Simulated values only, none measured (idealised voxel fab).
process module | voxel ribs on slabs
cross-section cut | 260 nm wide | cells 5 nm
A cross-section is a grid of square cells, given in bands from the top down. A band is one or more rows of cells.
Each band's line starts with the height of the band's top and of its bottom, in nm. Then come its materials from left to right, each with its width in nm. One material with "throughout" fills the band from edge to edge. "air" is empty space.
Height 0 is the level under which the wafer as received is all one material. The lowest band goes on downwards, as in "0 down".
A width such as "30 to 40" changes by the same amount from each row of cells to the next, from the band's top row to its bottom row.
"no change" after a step means that no cell of the cross-section changed.
closed voids: empty space of 8 cells or more with no open way to the top, each as width x height at its distance from the left edge, in nm
after a step's settings: what the simulator itself notes on the step
overlay nm, on a step with a mask: how far to the right of its planned place the mask lay; to the left if negative
plan
1 op RECEIVE | material Si
2 op DIRECTIONAL_DEP | material SiO2 | thk nm 30
3 op DIRECTIONAL_DEP | material SiN | thk nm 15
4 op PATTERN | tone cover | mask id RIB | material resist | width nm 20 | thk nm 15 | overlay nm 0
5 op DIRECTIONAL_ETCH | etch materials SiN | depth nm 10
6 op STRIP | etch materials resist
7 op PATTERN | tone cover | mask id SLAB | material resist | width nm 50 | thk nm 20 | overlay nm 0
8 op DIRECTIONAL_ETCH | etch materials SiN | depth nm 5
9 op STRIP | etch materials resist
10 op FILL_DEP | material SiO2 | thk nm 20
11 op CMP | height nm 60
12 op DIRECTIONAL_DEP | material W | thk nm 5
13 op PATTERN | tone cover | mask id HEATER | material resist | width nm 30 | thk nm 20 | overlay nm 0
14 op DIRECTIONAL_ETCH | etch materials W | depth nm 5
15 op STRIP | etch materials resist
16 op CONFORMAL_DEP | material SiN | thk nm 10
as received, after step 1
  0 down: Si throughout
  closed voids: none
a wafer at the end: this start, this plan, one mistake
  10 to 0: SiN throughout
  0 down: Si throughout
  closed voids: none
what went wrong: step 15 ran as: op STRIP | etch materials SiO2
